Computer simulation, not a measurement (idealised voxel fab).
The following process module bears the name voxel self aligned vias.
The cross-section shown here is cut; it is 210 nm wide and divided into square cells measuring 5 nm on a side.
How to read a cross-section here: the picture is a grid of square cells, written as bands going from the top down, and any band can span one or more rows of cells.
A band entry consists of two parts. The first gives the height of the band's top and the height of its bottom, in nm. The rest lists the band's materials from left to right, each with its width in nm. A single material labelled with the word "all across" fills the band from edge to edge, and the word "blank" marks empty space.
Height datum 0, below which the as-received substrate wafer is one material. Lowest band open at the bottom, running downward: "0 down".
A two-number width, for instance "30..40", indicates that the width is equal to the first number in the top row of the band and to the second number in the bottom row, and that it changes by a constant amount per row of cells.
When a step is marked "no change", none of the cells in the cross-section changed during that step.
Empty spaces counting at least 8 cells and having no open way to the top are listed in "Sealed void inventory". The notation width x height at distance is used for each, the distance being from the left edge and all three values in nm.
after a step's settings: what the simulator itself notes on the step
overlay nm: for a step with a mask, the amount by which the mask lay right of where it was planned; a negative amount means left of it.

## Process steps (planned)
1) RECEIVE,material Si
2) CONFORMAL_DEP,material SiO2,thk nm 10
3) CONFORMAL_DEP,material SiCN,thk nm 5
4) DIRECTIONAL_DEP,material lowk,thk nm 25
5) MASKED_ETCH,tone open,mask id LINES,width nm 30,pitch nm 60,etch materials lowk,depth nm 25,overlay nm 0
6) CONFORMAL_DEP,material TiN,thk nm 5
7) FILL_DEP,material W,thk nm 10
8) CMP,height nm 40
9) SELECTIVE_ETCH,etch materials W Ru TiN,depth nm 10
10) FILL_DEP,material SiN,thk nm 10
11) CMP,height nm 40
12) DIRECTIONAL_DEP,material lowk,thk nm 20
13) MASKED_ETCH,tone open,mask id VIAS,width nm 40,pitch nm 60,etch materials lowk,depth nm 20,overlay nm 0
14) MASKED_ETCH,tone open,mask id VIAS,width nm 40,pitch nm 60,etch materials SiN,depth nm 10,overlay nm 0
15) CONFORMAL_DEP,material TiN,thk nm 5
16) FILL_DEP,material Ru,thk nm 5
17) CMP,height nm 60
18) CONFORMAL_DEP,material SiN,thk nm 5

## As-received state of the wafer in cross-section, equivalent to post-step 1
- 0 down: Si all across
- Sealed void inventory: none

## Result of the module, cross-sectioned: start per above, plan per above, one error in how it was run
- 65 to 60: SiN all across
- 60 to 35: lowk 25, then TiN 5, then Ru 30, then TiN 5, then lowk 20, then TiN 5, then Ru 30, then TiN 5, then lowk 20, then TiN 5, then Ru 30, then TiN 5, then lowk 25
- 35 to 30: lowk 25, then TiN 40, then lowk 20, then TiN 40, then lowk 20, then TiN 40, then lowk 25
- 30 to 20: lowk 25, then TiN 10, then W 20, then TiN 10, then lowk 20, then TiN 10, then W 20, then TiN 10, then lowk 20, then TiN 10, then W 20, then TiN 10, then lowk 25
- 20 to 15: lowk 30, then TiN 30, then lowk 30, then TiN 30, then lowk 30, then TiN 30, then lowk 30
- 15 to 10: SiCN all across
- 10 to 0: SiO2 all across
- 0 down: Si all across
- Sealed void inventory: none
What went wrong in running the wafer? step 13, plan: ran twice
